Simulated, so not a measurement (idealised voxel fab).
process module | voxel plated lines
cross-section cut | 225 nm wide | cells 5 nm
A cross-section is a grid of square cells, given in bands from the top down. A band is one or more rows of cells.
Each band's line starts with the height of the band's top and of its bottom, in nm. Then come its materials from left to right, each with its width in nm. One material with "throughout" fills the band from edge to edge. "air" is empty space.
Height 0 is the level under which the wafer as received is all one material. The lowest band goes on downwards, as in "0 down".
A width such as "30 to 40" changes by the same amount from each row of cells to the next, from the band's top row to its bottom row.
"no change" after a step means that no cell of the cross-section changed.
closed voids: empty space of 8 cells or more with no open way to the top, each as width x height at its distance from the left edge, in nm
after a step's settings: what the simulator itself notes on the step
overlay nm, on a step with a mask: how far to the right of its planned place the mask lay; to the left if negative
plan
1 op RECEIVE | material Si
2 op CONFORMAL_DEP | material SiO2 | thk nm 10
3 op DIRECTIONAL_DEP | material TiN | thk nm 5
4 op PATTERN | tone open | mask id LINES | material resist | width nm 15 | pitch nm 35 | thk nm 20 | overlay nm 0
5 op EPI | material Ru | thk nm 5
6 op STRIP | etch materials resist
7 op DIRECTIONAL_ETCH | etch materials TiN | depth nm 5
8 op CONFORMAL_DEP | material SiO2 | thk nm 10
as received, after step 1
  0 down: Si throughout
  closed voids: none
first wafer at the end, as planned
  30 to 20: air 40 | SiO2 140 | air 45
  20 to 15: SiO2 50 | Ru 15 | SiO2 20 | Ru 15 | SiO2 20 | Ru 15 | SiO2 20 | Ru 15 | SiO2 55
  15 to 10: SiO2 50 | TiN 15 | SiO2 20 | TiN 15 | SiO2 20 | TiN 15 | SiO2 20 | TiN 15 | SiO2 55
  10 to 0: SiO2 throughout
  0 down: Si throughout
  closed voids: none
second wafer at the end: like start, like plan, one mistake
  30 to 20: SiO2 throughout
  20 to 15: Ru 50 | SiO2 15 | Ru 20 | SiO2 15 | Ru 20 | SiO2 15 | Ru 20 | SiO2 15 | Ru 55
  15 to 10: TiN 50 | SiO2 15 | TiN 20 | SiO2 15 | TiN 20 | SiO2 15 | TiN 20 | SiO2 15 | TiN 55
  10 to 0: SiO2 throughout
  0 down: Si throughout
  closed voids: none
what went wrong: step 4 ran as: op PATTERN | tone cover | mask id LINES | material resist | width nm 15 | pitch nm 35 | thk nm 20 | overlay nm 0
at the end the second wafer has, in cells: 21 more of Ru | 8 fewer of SiO2 | 21 more of TiN
